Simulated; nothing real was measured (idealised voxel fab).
You're looking at the process module voxel transistor to metal.
For reference, the cross-section in this document is cut, with width 275 nm and square cells of 5 nm.
Cross-section format: a grid of square cells, given as bands from top to bottom; each band is one or more rows of cells. What a band's entry tells you: where the top is and where the bottom is, as heights in nm, and after that what lies inside, material by material from left to right, each with its width in nm. Empty space is written as the word "empty", and a single material marked with the word "everywhere" occupies the band from edge to edge. A quick word on heights: they are counted from 0, and under that level the wafer as it came to us is one material throughout. The lowest band is different from the rest in having no bottom; it simply continues downward, written as in "z 0 and below". A width such as "30->40" changes by the same amount from each row of cells to the next, from the band's top row to its bottom row. Take "no change" at face value: in the step it is given for, the cross-section changed in none of its cells. Entry "Sealed-off cavities" = empty spaces >= 8 cells with no open way to the top; each as width x height at distance, distance from left edge, all nm. Anything after a step's settings on that line? It's the simulator's own note about the step. When a step includes a mask, the "overlay nm" setting on its line states how far to the right of its planned place that mask lay, and negative values state how far to the left. Everything after this point is organized in pairs: a cross-section before one process step, a cross-section after it that shows only as deep as the lowest changed band, and, under the pair, the intervening step with its settings. Because different runs of this module on the same starting wafer can supply different pairs, a pair continues from the pair above it only if its entry headed "Pre-processing view" says so.
Pre-processing view
    z 50 to 45 = W everywhere
    z 45 to 40 = TiN: 40; W: 5; TiN: 65; W: 5; TiN: 45; W: 5; TiN: 65; W: 5; TiN: 40
    z 40 to 25 = SiO2: 35; TiN: 5; W: 5; TiN: 5; SiO2: 55; TiN: 5; W: 5; TiN: 5; SiO2: 35; TiN: 5; W: 5; TiN: 5; SiO2: 55; TiN: 5; W: 5; TiN: 5; SiO2: 35
    z 25 to 5 = SiO2: 35; TiN: 5; W: 5; TiN: 5; SiO2: 5; SiN: 5; HfO2: 5; TiN: 5; W: 15; TiN: 5; HfO2: 5; SiN: 5; SiO2: 5; TiN: 5; W: 5; TiN: 5; SiO2: 35; TiN: 5; W: 5; TiN: 5; SiO2: 5; SiN: 5; HfO2: 5; TiN: 5; W: 15; TiN: 5; HfO2: 5; SiN: 5; SiO2: 5; TiN: 5; W: 5; TiN: 5; SiO2: 35
    z 5 to 0 = SiO2: 30; SiN: 5; TiN: 15; SiO2: 5; SiN: 5; HfO2: 5; TiN: 25; HfO2: 5; SiN: 5; SiO2: 5; TiN: 15; SiN: 5; SiO2: 25; SiN: 5; TiN: 15; SiO2: 5; SiN: 5; HfO2: 5; TiN: 25; HfO2: 5; SiN: 5; SiO2: 5; TiN: 15; SiN: 5; SiO2: 30
    z 0 to -5 = SiO2: 35; pSi: 20; SiO2: 5; HfO2: 35; SiO2: 5; pSi: 20; SiO2: 35; pSi: 20; SiO2: 5; HfO2: 35; SiO2: 5; pSi: 20; SiO2: 35
    z -5 to -30 = SiO2: 35; Si: 85; SiO2: 35; Si: 85; SiO2: 35
    z -30 and below = Si everywhere
    Sealed-off cavities: none
As Processed
    z 40 to 25 = SiO2: 35; TiN: 5; W: 5; TiN: 5; SiO2: 55; TiN: 5; W: 5; TiN: 5; SiO2: 35; TiN: 5; W: 5; TiN: 5; SiO2: 55; TiN: 5; W: 5; TiN: 5; SiO2: 35
    At heights below 25, the structure remains unaltered.
    Sealed-off cavities: none
The transition between the preceding cross-sections is accomplished by op CMP | height nm 40
Pre-processing view: see preceding pair, after cross-section.
As Processed
    z 45 to 40 = SiN everywhere
    At heights below 40, the structure remains unaltered.
    Sealed-off cavities: none
The transition between the preceding cross-sections is accomplished by op CONFORMAL_DEP | material SiN | thk nm 5
Pre-processing view: see preceding pair, after cross-section.
As Processed
    z 65 to 45 = SiO2 everywhere
    At heights below 45, the structure remains unaltered.
    Sealed-off cavities: none
The transition between the preceding cross-sections is accomplished by op DIRECTIONAL_DEP | material SiO2 | thk nm 20
Pre-processing view: see preceding pair, after cross-section.
As Processed
    z 80 to 65 = resist: 35; empty: 15; resist: 55; empty: 15; resist: 35; empty: 15; resist: 55; empty: 15; resist: 35
    At heights below 65, the structure remains unaltered.
    Sealed-off cavities: none
The transition between the preceding cross-sections is accomplished by op PATTERN | tone open | mask id METAL_1 | material resist | width nm 15 | thk nm 15 | overlay nm 0
Pre-processing view: see preceding pair, after cross-section.
As Processed
    z 80 to 65 = resist: 35; empty: 15; resist: 55; empty: 15; resist: 35; empty: 15; resist: 55; empty: 15; resist: 35
    z 65 to 45 = SiO2: 35; empty: 15; SiO2: 55; empty: 15; SiO2: 35; empty: 15; SiO2: 55; empty: 15; SiO2: 35
    At heights below 45, the structure remains unaltered.
    Sealed-off cavities: none
The transition between the preceding cross-sections is accomplished by op DIRECTIONAL_ETCH | etch materials SiO2 | depth nm 20
Pre-processing view: see preceding pair, after cross-section.
As Processed
    z 80 to 65 = resist: 35; empty: 15; resist: 55; empty: 15; resist: 35; empty: 15; resist: 55; empty: 15; resist: 35
    z 65 to 45 = SiO2: 35; empty: 15; SiO2: 55; empty: 15; SiO2: 35; empty: 15; SiO2: 55; empty: 15; SiO2: 35
    z 45 to 40 = SiN: 35; empty: 15; SiN: 55; empty: 15; SiN: 35; empty: 15; SiN: 55; empty: 15; SiN: 35
    At heights below 40, the structure remains unaltered.
    Sealed-off cavities: none
The transition between the preceding cross-sections is accomplished by op DIRECTIONAL_ETCH | etch materials SiN | depth nm 5
Pre-processing view: see preceding pair, after cross-section.
As Processed
    z 65 to 45 = SiO2: 35; empty: 15; SiO2: 55; empty: 15; SiO2: 35; empty: 15; SiO2: 55; empty: 15; SiO2: 35
    At heights below 45, the structure remains unaltered.
    Sealed-off cavities: none
The transition between the preceding cross-sections is accomplished by op STRIP | etch materials resist
Pre-processing view: see preceding pair, after cross-section.
As Processed
    z 70 to 65 = TiN: 40; empty: 5; TiN: 65; empty: 5; TiN: 45; empty: 5; TiN: 65; empty: 5; TiN: 40
    z 65 to 45 = SiO2: 35; TiN: 5; empty: 5; TiN: 5; SiO2: 55; TiN: 5; empty: 5; TiN: 5; SiO2: 35; TiN: 5; empty: 5; TiN: 5; SiO2: 55; TiN: 5; empty: 5; TiN: 5; SiO2: 35
    z 45 to 40 = SiN: 35; TiN: 15; SiN: 55; TiN: 15; SiN: 35; TiN: 15; SiN: 55; TiN: 15; SiN: 35
    At heights below 40, the structure remains unaltered.
    Sealed-off cavities: none
The transition between the preceding cross-sections is accomplished by op CONFORMAL_DEP | material TiN | thk nm 5
Pre-processing view: see preceding pair, after cross-section.
As Processed
    z 75 to 70 = Cu everywhere
    z 70 to 65 = TiN: 40; Cu: 5; TiN: 65; Cu: 5; TiN: 45; Cu: 5; TiN: 65; Cu: 5; TiN: 40
    z 65 to 45 = SiO2: 35; TiN: 5; Cu: 5; TiN: 5; SiO2: 55; TiN: 5; Cu: 5; TiN: 5; SiO2: 35; TiN: 5; Cu: 5; TiN: 5; SiO2: 55; TiN: 5; Cu: 5; TiN: 5; SiO2: 35
    At heights below 45, the structure remains unaltered.
    Sealed-off cavities: none
The transition between the preceding cross-sections is accomplished by op FILL_DEP | material Cu | thk nm 5
Pre-processing view: see preceding pair, after cross-section.
As Processed
    z 65 to 45 = SiO2: 35; TiN: 5; Cu: 5; TiN: 5; SiO2: 55; TiN: 5; Cu: 5; TiN: 5; SiO2: 35; TiN: 5; Cu: 5; TiN: 5; SiO2: 55; TiN: 5; Cu: 5; TiN: 5; SiO2: 35
    At heights below 45, the structure remains unaltered.
    Sealed-off cavities: none
The transition between the preceding cross-sections is accomplished by op CMP | height nm 65
Pre-processing view: see preceding pair, after cross-section.
As Processed
    z 70 to 65 = SiCN everywhere
    At heights below 65, the structure remains unaltered.
    Sealed-off cavities: none
The transition between the preceding cross-sections is accomplished by op CONFORMAL_DEP | material SiCN | thk nm 5
Pre-processing view: see preceding pair, after cross-section.
As Processed
    z 100 to 70 = lowk everywhere
    At heights below 70, the structure remains unaltered.
    Sealed-off cavities: none
The transition between the preceding cross-sections is accomplished by op DIRECTIONAL_DEP | material lowk | thk nm 30
Pre-processing view: see preceding pair, after cross-section.
As Processed
    z 100 to 80 = lowk: 35; empty: 15; lowk: 105; empty: 15; lowk: 105
    At heights below 80, the structure remains unaltered.
    Sealed-off cavities: none
The transition between the preceding cross-sections is accomplished by op MASKED_ETCH | tone open | mask id METAL_2 | width nm 15 | pitch nm 120 | etch materials lowk | depth nm 20 | overlay nm 0
Pre-processing view: see preceding pair, after cross-section.
As Processed
    z 120 to 100 = resist: 35; empty: 15; resist: 105; empty: 15; resist: 105
    At heights below 100, the structure remains unaltered.
    Sealed-off cavities: none
The transition between the preceding cross-sections is accomplished by op PATTERN | tone open | mask id METAL_2_HOLES | material resist | width nm 15 | pitch nm 120 | thk nm 20 | overlay nm 0
Pre-processing view: see preceding pair, after cross-section.
As Processed
    z 120 to 100 = resist: 35; empty: 15; resist: 105; empty: 15; resist: 105
    z 100 to 70 = lowk: 35; empty: 15; lowk: 105; empty: 15; lowk: 105
    At heights below 70, the structure remains unaltered.
    Sealed-off cavities: none
The transition between the preceding cross-sections is accomplished by op DIRECTIONAL_ETCH | etch materials lowk | depth nm 10
Pre-processing view: see preceding pair, after cross-section.
As Processed
    z 120 to 100 = resist: 35; empty: 15; resist: 105; empty: 15; resist: 105
    z 100 to 70 = lowk: 35; empty: 15; lowk: 105; empty: 15; lowk: 105
    z 70 to 65 = SiCN: 35; empty: 15; SiCN: 105; empty: 15; SiCN: 105
    At heights below 65, the structure remains unaltered.
    Sealed-off cavities: none
The transition between the preceding cross-sections is accomplished by op DIRECTIONAL_ETCH | etch materials SiCN | depth nm 5
Pre-processing view: see preceding pair, after cross-section.
As Processed
    z 100 to 70 = lowk: 35; empty: 15; lowk: 105; empty: 15; lowk: 105
    At heights below 70, the structure remains unaltered.
    Sealed-off cavities: none
The transition between the preceding cross-sections is accomplished by op STRIP | etch materials resist
Pre-processing view: see preceding pair, after cross-section.
As Processed
    z 105 to 100 = TiN: 40; empty: 5; TiN: 115; empty: 5; TiN: 110
    z 100 to 70 = lowk: 35; TiN: 5; empty: 5; TiN: 5; lowk: 105; TiN: 5; empty: 5; TiN: 5; lowk: 105
    z 70 to 65 = SiCN: 35; TiN: 15; SiCN: 105; TiN: 15; SiCN: 105
    At heights below 65, the structure remains unaltered.
    Sealed-off cavities: none
The transition between the preceding cross-sections is accomplished by op CONFORMAL_DEP | material TiN | thk nm 5
Pre-processing view: see preceding pair, after cross-section.
As Processed
    z 115 to 105 = Cu everywhere
    z 105 to 100 = TiN: 40; Cu: 5; TiN: 115; Cu: 5; TiN: 110
    z 100 to 70 = lowk: 35; TiN: 5; Cu: 5; TiN: 5; lowk: 105; TiN: 5; Cu: 5; TiN: 5; lowk: 105
    At heights below 70, the structure remains unaltered.
    Sealed-off cavities: none
The transition between the preceding cross-sections is accomplished by op FILL_DEP | material Cu | thk nm 10
Pre-processing view: see preceding pair, after cross-section.
As Processed
    z 100 to 70 = lowk: 35; TiN: 5; Cu: 5; TiN: 5; lowk: 105; TiN: 5; Cu: 5; TiN: 5; lowk: 105
    At heights below 70, the structure remains unaltered.
    Sealed-off cavities: none
The transition between the preceding cross-sections is accomplished by op CMP | height nm 100
Pre-processing view: see preceding pair, after cross-section.
As Processed
    z 105 to 100 = SiN everywhere
    At heights below 100, the structure remains unaltered.
    Sealed-off cavities: none
The transition between the preceding cross-sections is accomplished by op CONFORMAL_DEP | material SiN | thk nm 5
Pre-processing view
    z 30 to 25 = empty: 55; SiN: 5; empty: 35; SiN: 5; empty: 75; SiN: 5; empty: 35; SiN: 5; empty: 55
    z 25 to 5 = SiO2: 55; SiN: 5; empty: 35; SiN: 5; SiO2: 75; SiN: 5; empty: 35; SiN: 5; SiO2: 55
    z 5 to 0 = SiO2: 30; SiN: 5; SiO2: 20; SiN: 5; empty: 35; SiN: 5; SiO2: 20; SiN: 5; SiO2: 25; SiN: 5; SiO2: 20; SiN: 5; empty: 35; SiN: 5; SiO2: 20; SiN: 5; SiO2: 30
    z 0 to -5 = SiO2: 35; pSi: 20; SiO2: 5; empty: 35; SiO2: 5; pSi: 20; SiO2: 35; pSi: 20; SiO2: 5; empty: 35; SiO2: 5; pSi: 20; SiO2: 35
    z -5 to -30 = SiO2: 35; Si: 85; SiO2: 35; Si: 85; SiO2: 35
    z -30 and below = Si everywhere
    Sealed-off cavities: none
As Processed
    z 35 to 30 = empty: 50; TiN: 15; empty: 25; TiN: 15; empty: 65; TiN: 15; empty: 25; TiN: 15; empty: 50
    z 30 to 25 = TiN: 55; SiN: 5; TiN: 5; empty: 25; TiN: 5; SiN: 5; TiN: 75; SiN: 5; TiN: 5; empty: 25; TiN: 5; SiN: 5; TiN: 55
    z 25 to 5 = SiO2: 55; SiN: 5; TiN: 5; empty: 25; TiN: 5; SiN: 5; SiO2: 75; SiN: 5; TiN: 5; empty: 25; TiN: 5; SiN: 5; SiO2: 55
    z 5 to 0 = SiO2: 30; SiN: 5; SiO2: 20; SiN: 5; TiN: 5; empty: 25; TiN: 5; SiN: 5; SiO2: 20; SiN: 5; SiO2: 25; SiN: 5; SiO2: 20; SiN: 5; TiN: 5; empty: 25; TiN: 5; SiN: 5; SiO2: 20; SiN: 5; SiO2: 30
    z 0 to -5 = SiO2: 35; pSi: 20; SiO2: 5; TiN: 35; SiO2: 5; pSi: 20; SiO2: 35; pSi: 20; SiO2: 5; TiN: 35; SiO2: 5; pSi: 20; SiO2: 35
    At heights below -5, the structure remains unaltered.
    Sealed-off cavities: none
The transition between the preceding cross-sections is accomplished by op CONFORMAL_DEP | material TiN | thk nm 5
Pre-processing view: see preceding pair, after cross-section.
As Processed
    z 45 to 35 = W everywhere
    z 35 to 30 = W: 50; TiN: 15; W: 25; TiN: 15; W: 65; TiN: 15; W: 25; TiN: 15; W: 50
    z 30 to 25 = TiN: 55; SiN: 5; TiN: 5; W: 25; TiN: 5; SiN: 5; TiN: 75; SiN: 5; TiN: 5; W: 25; TiN: 5; SiN: 5; TiN: 55
    z 25 to 5 = SiO2: 55; SiN: 5; TiN: 5; W: 25; TiN: 5; SiN: 5; SiO2: 75; SiN: 5; TiN: 5; W: 25; TiN: 5; SiN: 5; SiO2: 55
    z 5 to 0 = SiO2: 30; SiN: 5; SiO2: 20; SiN: 5; TiN: 5; W: 25; TiN: 5; SiN: 5; SiO2: 20; SiN: 5; SiO2: 25; SiN: 5; SiO2: 20; SiN: 5; TiN: 5; W: 25; TiN: 5; SiN: 5; SiO2: 20; SiN: 5; SiO2: 30
    At heights below 0, the structure remains unaltered.
    Sealed-off cavities: none
The transition between the preceding cross-sections is accomplished by op FILL_DEP | material W | thk nm 10
Pre-processing view: see preceding pair, after cross-section.
As Processed
    z 25 to 5 = SiO2: 55; SiN: 5; TiN: 5; W: 25; TiN: 5; SiN: 5; SiO2: 75; SiN: 5; TiN: 5; W: 25; TiN: 5; SiN: 5; SiO2: 55
    At heights below 5, the structure remains unaltered.
    Sealed-off cavities: none
The transition between the preceding cross-sections is accomplished by op CMP | height nm 25
Pre-processing view: see preceding pair, after cross-section.
As Processed
    z 40 to 25 = SiO2 everywhere
    At heights below 25, the structure remains unaltered.
    Sealed-off cavities: none
The transition between the preceding cross-sections is accomplished by op DIRECTIONAL_DEP | material SiO2 | thk nm 15
Pre-processing view: see preceding pair, after cross-section.
As Processed
    z 55 to 40 = aC everywhere
    At heights below 40, the structure remains unaltered.
    Sealed-off cavities: none
The transition between the preceding cross-sections is accomplished by op DIRECTIONAL_DEP | material aC | thk nm 15
Pre-processing view: see preceding pair, after cross-section.
As Processed
    z 85 to 55 = resist: 35; empty: 15; resist: 55; empty: 15; resist: 35; empty: 15; resist: 55; empty: 15; resist: 35
    At heights below 55, the structure remains unaltered.
    Sealed-off cavities: none
The transition between the preceding cross-sections is accomplished by op PATTERN | tone open | mask id CONTACT | material resist | width nm 15 | thk nm 30 | overlay nm 0
Pre-processing view: see preceding pair, after cross-section.
As Processed
    z 70 to 55 = resist: 35; empty: 15; resist: 55; empty: 15; resist: 35; empty: 15; resist: 55; empty: 15; resist: 35
    z 55 to 40 = aC: 35; empty: 15; aC: 55; empty: 15; aC: 35; empty: 15; aC: 55; empty: 15; aC: 35
    At heights below 40, the structure remains unaltered.
    Sealed-off cavities: none
The transition between the preceding cross-sections is accomplished by op DIRECTIONAL_ETCH | etch materials aC | depth nm 15
Pre-processing view: see preceding pair, after cross-section.
As Processed
    z 55 to 40 = aC: 35; empty: 15; aC: 55; empty: 15; aC: 35; empty: 15; aC: 55; empty: 15; aC: 35
    At heights below 40, the structure remains unaltered.
    Sealed-off cavities: none
The transition between the preceding cross-sections is accomplished by op STRIP | etch materials resist
Pre-processing view: see preceding pair, after cross-section.
As Processed
    z 55 to 40 = aC: 35; empty: 15; aC: 55; empty: 15; aC: 35; empty: 15; aC: 55; empty: 15; aC: 35
    z 40 to 25 = SiO2: 35; empty: 15; SiO2: 55; empty: 15; SiO2: 35; empty: 15; SiO2: 55; empty: 15; SiO2: 35
    z 25 to 5 = SiO2: 35; empty: 15; SiO2: 5; SiN: 5; TiN: 5; W: 25; TiN: 5; SiN: 5; SiO2: 5; empty: 15; SiO2: 35; empty: 15; SiO2: 5; SiN: 5; TiN: 5; W: 25; TiN: 5; SiN: 5; SiO2: 5; empty: 15; SiO2: 35
    z 5 to 0 = SiO2: 30; SiN: 5; empty: 15; SiO2: 5; SiN: 5; TiN: 5; W: 25; TiN: 5; SiN: 5; SiO2: 5; empty: 15; SiN: 5; SiO2: 25; SiN: 5; empty: 15; SiO2: 5; SiN: 5; TiN: 5; W: 25; TiN: 5; SiN: 5; SiO2: 5; empty: 15; SiN: 5; SiO2: 30
    At heights below 0, the structure remains unaltered.
    Sealed-off cavities: none
The transition between the preceding cross-sections is accomplished by op DIRECTIONAL_ETCH | etch materials SiO2 | depth nm 40
Pre-processing view: see preceding pair, after cross-section.
As Processed
    z 40 to 25 = SiO2: 35; empty: 15; SiO2: 55; empty: 15; SiO2: 35; empty: 15; SiO2: 55; empty: 15; SiO2: 35
    At heights below 25, the structure remains unaltered.
    Sealed-off cavities: none
The transition between the preceding cross-sections is accomplished by op STRIP | etch materials aC
Pre-processing view: see preceding pair, after cross-section.
As Processed
    z 45 to 40 = TiN: 40; empty: 5; TiN: 65; empty: 5; TiN: 45; empty: 5; TiN: 65; empty: 5; TiN: 40
    z 40 to 25 = SiO2: 35; TiN: 5; empty: 5; TiN: 5; SiO2: 55; TiN: 5; empty: 5; TiN: 5; SiO2: 35; TiN: 5; empty: 5; TiN: 5; SiO2: 55; TiN: 5; empty: 5; TiN: 5; SiO2: 35
    z 25 to 5 = SiO2: 35; TiN: 5; empty: 5; TiN: 5; SiO2: 5; SiN: 5; TiN: 5; W: 25; TiN: 5; SiN: 5; SiO2: 5; TiN: 5; empty: 5; TiN: 5; SiO2: 35; TiN: 5; empty: 5; TiN: 5; SiO2: 5; SiN: 5; TiN: 5; W: 25; TiN: 5; SiN: 5; SiO2: 5; TiN: 5; empty: 5; TiN: 5; SiO2: 35
    z 5 to 0 = SiO2: 30; SiN: 5; TiN: 15; SiO2: 5; SiN: 5; TiN: 5; W: 25; TiN: 5; SiN: 5; SiO2: 5; TiN: 15; SiN: 5; SiO2: 25; SiN: 5; TiN: 15; SiO2: 5; SiN: 5; TiN: 5; W: 25; TiN: 5; SiN: 5; SiO2: 5; TiN: 15; SiN: 5; SiO2: 30
    At heights below 0, the structure remains unaltered.
    Sealed-off cavities: none
The transition between the preceding cross-sections is accomplished by op CONFORMAL_DEP | material TiN | thk nm 5
Pre-processing view: see preceding pair, after cross-section.
As Processed
    z 50 to 45 = W everywhere
    z 45 to 40 = TiN: 40; W: 5; TiN: 65; W: 5; TiN: 45; W: 5; TiN: 65; W: 5; TiN: 40
    z 40 to 25 = SiO2: 35; TiN: 5; W: 5; TiN: 5; SiO2: 55; TiN: 5; W: 5; TiN: 5; SiO2: 35; TiN: 5; W: 5; TiN: 5; SiO2: 55; TiN: 5; W: 5; TiN: 5; SiO2: 35
    z 25 to 5 = SiO2: 35; TiN: 5; W: 5; TiN: 5; SiO2: 5; SiN: 5; TiN: 5; W: 25; TiN: 5; SiN: 5; SiO2: 5; TiN: 5; W: 5; TiN: 5; SiO2: 35; TiN: 5; W: 5; TiN: 5; SiO2: 5; SiN: 5; TiN: 5; W: 25; TiN: 5; SiN: 5; SiO2: 5; TiN: 5; W: 5; TiN: 5; SiO2: 35
    At heights below 5, the structure remains unaltered.
    Sealed-off cavities: none
The transition between the preceding cross-sections is accomplished by op FILL_DEP | material W | thk nm 5
Pre-processing view: see preceding pair, after cross-section.
As Processed
    z 40 to 25 = SiO2: 35; TiN: 5; W: 5; TiN: 5; SiO2: 55; TiN: 5; W: 5; TiN: 5; SiO2: 35; TiN: 5; W: 5; TiN: 5; SiO2: 55; TiN: 5; W: 5; TiN: 5; SiO2: 35
    At heights below 25, the structure remains unaltered.
    Sealed-off cavities: none
The transition between the preceding cross-sections is accomplished by op CMP | height nm 40
Pre-processing view: see preceding pair, after cross-section.
As Processed
    z 45 to 40 = SiN everywhere
    At heights below 40, the structure remains unaltered.
    Sealed-off cavities: none
The transition between the preceding cross-sections is accomplished by op CONFORMAL_DEP | material SiN | thk nm 5
Pre-processing view: see preceding pair, after cross-section.
As Processed
    z 65 to 45 = SiO2 everywhere
    At heights below 45, the structure remains unaltered.
    Sealed-off cavities: none
The transition between the preceding cross-sections is accomplished by op DIRECTIONAL_DEP | material SiO2 | thk nm 20
Pre-processing view: see preceding pair, after cross-section.
As Processed
    z 80 to 65 = resist: 35; empty: 15; resist: 55; empty: 15; resist: 35; empty: 15; resist: 55; empty: 15; resist: 35
    At heights below 65, the structure remains unaltered.
    Sealed-off cavities: none
The transition between the preceding cross-sections is accomplished by op PATTERN | tone open | mask id METAL_1 | material resist | width nm 15 | thk nm 15 | overlay nm 0
Pre-processing view: see preceding pair, after cross-section.
As Processed
    z 80 to 65 = resist: 35; empty: 15; resist: 55; empty: 15; resist: 35; empty: 15; resist: 55; empty: 15; resist: 35
    z 65 to 45 = SiO2: 35; empty: 15; SiO2: 55; empty: 15; SiO2: 35; empty: 15; SiO2: 55; empty: 15; SiO2: 35
    At heights below 45, the structure remains unaltered.
    Sealed-off cavities: none
The transition between the preceding cross-sections is accomplished by op DIRECTIONAL_ETCH | etch materials SiO2 | depth nm 20
Pre-processing view: see preceding pair, after cross-section.
As Processed
    z 80 to 65 = resist: 35; empty: 15; resist: 55; empty: 15; resist: 35; empty: 15; resist: 55; empty: 15; resist: 35
    z 65 to 45 = SiO2: 35; empty: 15; SiO2: 55; empty: 15; SiO2: 35; empty: 15; SiO2: 55; empty: 15; SiO2: 35
    z 45 to 40 = SiN: 35; empty: 15; SiN: 55; empty: 15; SiN: 35; empty: 15; SiN: 55; empty: 15; SiN: 35
    At heights below 40, the structure remains unaltered.
    Sealed-off cavities: none
The transition between the preceding cross-sections is accomplished by op DIRECTIONAL_ETCH | etch materials SiN | depth nm 5
Pre-processing view: see preceding pair, after cross-section.
As Processed
    z 65 to 45 = SiO2: 35; empty: 15; SiO2: 55; empty: 15; SiO2: 35; empty: 15; SiO2: 55; empty: 15; SiO2: 35
    At heights below 45, the structure remains unaltered.
    Sealed-off cavities: none
The transition between the preceding cross-sections is accomplished by op STRIP | etch materials resist
Pre-processing view: see preceding pair, after cross-section.
As Processed
    z 70 to 65 = TiN: 40; empty: 5; TiN: 65; empty: 5; TiN: 45; empty: 5; TiN: 65; empty: 5; TiN: 40
    z 65 to 45 = SiO2: 35; TiN: 5; empty: 5; TiN: 5; SiO2: 55; TiN: 5; empty: 5; TiN: 5; SiO2: 35; TiN: 5; empty: 5; TiN: 5; SiO2: 55; TiN: 5; empty: 5; TiN: 5; SiO2: 35
    z 45 to 40 = SiN: 35; TiN: 15; SiN: 55; TiN: 15; SiN: 35; TiN: 15; SiN: 55; TiN: 15; SiN: 35
    At heights below 40, the structure remains unaltered.
    Sealed-off cavities: none
The transition between the preceding cross-sections is accomplished by op CONFORMAL_DEP | material TiN | thk nm 5
Pre-processing view: see preceding pair, after cross-section.
As Processed
    z 75 to 70 = Cu everywhere
    z 70 to 65 = TiN: 40; Cu: 5; TiN: 65; Cu: 5; TiN: 45; Cu: 5; TiN: 65; Cu: 5; TiN: 40
    z 65 to 45 = SiO2: 35; TiN: 5; Cu: 5; TiN: 5; SiO2: 55; TiN: 5; Cu: 5; TiN: 5; SiO2: 35; TiN: 5; Cu: 5; TiN: 5; SiO2: 55; TiN: 5; Cu: 5; TiN: 5; SiO2: 35
    At heights below 45, the structure remains unaltered.
    Sealed-off cavities: none
The transition between the preceding cross-sections is accomplished by op FILL_DEP | material Cu | thk nm 5
Pre-processing view: see preceding pair, after cross-section.
As Processed
    z 65 to 45 = SiO2: 35; TiN: 5; Cu: 5; TiN: 5; SiO2: 55; TiN: 5; Cu: 5; TiN: 5; SiO2: 35; TiN: 5; Cu: 5; TiN: 5; SiO2: 55; TiN: 5; Cu: 5; TiN: 5; SiO2: 35
    At heights below 45, the structure remains unaltered.
    Sealed-off cavities: none
The transition between the preceding cross-sections is accomplished by op CMP | height nm 65
Pre-processing view: see preceding pair, after cross-section.
As Processed
    z 70 to 65 = SiCN everywhere
    At heights below 65, the structure remains unaltered.
    Sealed-off cavities: none
The transition between the preceding cross-sections is accomplished by op CONFORMAL_DEP | material SiCN | thk nm 5
Pre-processing view: see preceding pair, after cross-section.
As Processed
    z 100 to 70 = lowk everywhere
    At heights below 70, the structure remains unaltered.
    Sealed-off cavities: none
The transition between the preceding cross-sections is accomplished by op DIRECTIONAL_DEP | material lowk | thk nm 30
Pre-processing view: see preceding pair, after cross-section.
As Processed
    z 100 to 80 = lowk: 35; empty: 15; lowk: 105; empty: 15; lowk: 105
    At heights below 80, the structure remains unaltered.
    Sealed-off cavities: none
The transition between the preceding cross-sections is accomplished by op MASKED_ETCH | tone open | mask id METAL_2 | width nm 15 | pitch nm 120 | etch materials lowk | depth nm 20 | overlay nm 0
Pre-processing view: see preceding pair, after cross-section.
As Processed
    z 120 to 100 = resist: 35; empty: 15; resist: 105; empty: 15; resist: 105
    At heights below 100, the structure remains unaltered.
    Sealed-off cavities: none
The transition between the preceding cross-sections is accomplished by op PATTERN | tone open | mask id METAL_2_HOLES | material resist | width nm 15 | pitch nm 120 | thk nm 20 | overlay nm 0
Pre-processing view: see preceding pair, after cross-section.
As Processed
    z 120 to 100 = resist: 35; empty: 15; resist: 105; empty: 15; resist: 105
    z 100 to 70 = lowk: 35; empty: 15; lowk: 105; empty: 15; lowk: 105
    At heights below 70, the structure remains unaltered.
    Sealed-off cavities: none
The transition between the preceding cross-sections is accomplished by op DIRECTIONAL_ETCH | etch materials lowk | depth nm 10
Pre-processing view: see preceding pair, after cross-section.
As Processed
    z 120 to 100 = resist: 35; empty: 15; resist: 105; empty: 15; resist: 105
    z 100 to 70 = lowk: 35; empty: 15; lowk: 105; empty: 15; lowk: 105
    z 70 to 65 = SiCN: 35; empty: 15; SiCN: 105; empty: 15; SiCN: 105
    At heights below 65, the structure remains unaltered.
    Sealed-off cavities: none
The transition between the preceding cross-sections is accomplished by op DIRECTIONAL_ETCH | etch materials SiCN | depth nm 5
Pre-processing view: see preceding pair, after cross-section.
As Processed
    z 100 to 70 = lowk: 35; empty: 15; lowk: 105; empty: 15; lowk: 105
    At heights below 70, the structure remains unaltered.
    Sealed-off cavities: none
The transition between the preceding cross-sections is accomplished by op STRIP | etch materials resist
Pre-processing view: see preceding pair, after cross-section.
As Processed
    z 105 to 100 = TiN: 40; empty: 5; TiN: 115; empty: 5; TiN: 110
    z 100 to 70 = lowk: 35; TiN: 5; empty: 5; TiN: 5; lowk: 105; TiN: 5; empty: 5; TiN: 5; lowk: 105
    z 70 to 65 = SiCN: 35; TiN: 15; SiCN: 105; TiN: 15; SiCN: 105
    At heights below 65, the structure remains unaltered.
    Sealed-off cavities: none
The transition between the preceding cross-sections is accomplished by op CONFORMAL_DEP | material TiN | thk nm 5
Pre-processing view: see preceding pair, after cross-section.
As Processed
    z 115 to 105 = Cu everywhere
    z 105 to 100 = TiN: 40; Cu: 5; TiN: 115; Cu: 5; TiN: 110
    z 100 to 70 = lowk: 35; TiN: 5; Cu: 5; TiN: 5; lowk: 105; TiN: 5; Cu: 5; TiN: 5; lowk: 105
    At heights below 70, the structure remains unaltered.
    Sealed-off cavities: none
The transition between the preceding cross-sections is accomplished by op FILL_DEP | material Cu | thk nm 10
Pre-processing view: see preceding pair, after cross-section.
As Processed
    z 100 to 70 = lowk: 35; TiN: 5; Cu: 5; TiN: 5; lowk: 105; TiN: 5; Cu: 5; TiN: 5; lowk: 105
    At heights below 70, the structure remains unaltered.
    Sealed-off cavities: none
The transition between the preceding cross-sections is accomplished by op CMP | height nm 100
Pre-processing view: see preceding pair, after cross-section.
As Processed
    z 105 to 100 = SiN everywhere
    At heights below 100, the structure remains unaltered.
    Sealed-off cavities: none
The transition between the preceding cross-sections is accomplished by op CONFORMAL_DEP | material SiN | thk nm 5
Pre-processing view
    z 40 to 25 = SiO2 everywhere
    z 25 to 5 = SiO2: 55; SiN: 5; HfO2: 5; TiN: 5; W: 15; TiN: 5; HfO2: 5; SiN: 5; SiO2: 75; SiN: 5; HfO2: 5; TiN: 5; W: 15; TiN: 5; HfO2: 5; SiN: 5; SiO2: 55
    z 5 to 0 = SiO2: 30; SiN: 5; SiO2: 20; SiN: 5; HfO2: 5; TiN: 25; HfO2: 5; SiN: 5; SiO2: 20; SiN: 5; SiO2: 25; SiN: 5; SiO2: 20; SiN: 5; HfO2: 5; TiN: 25; HfO2: 5; SiN: 5; SiO2: 20; SiN: 5; SiO2: 30
    z 0 to -5 = SiO2: 35; pSi: 20; SiO2: 5; HfO2: 35; SiO2: 5; pSi: 20; SiO2: 35; pSi: 20; SiO2: 5; HfO2: 35; SiO2: 5; pSi: 20; SiO2: 35
    z -5 to -30 = SiO2: 35; Si: 85; SiO2: 35; Si: 85; SiO2: 35
    z -30 and below = Si everywhere
    Sealed-off cavities: none
As Processed
    z 55 to 25 = SiO2 everywhere
    At heights below 25, the structure remains unaltered.
    Sealed-off cavities: none
The transition between the preceding cross-sections is accomplished by op DIRECTIONAL_DEP | material SiO2 | thk nm 15
Pre-processing view: see preceding pair, after cross-section.
As Processed
    z 70 to 55 = aC everywhere
    At heights below 55, the structure remains unaltered.
    Sealed-off cavities: none
The transition between the preceding cross-sections is accomplished by op DIRECTIONAL_DEP | material aC | thk nm 15
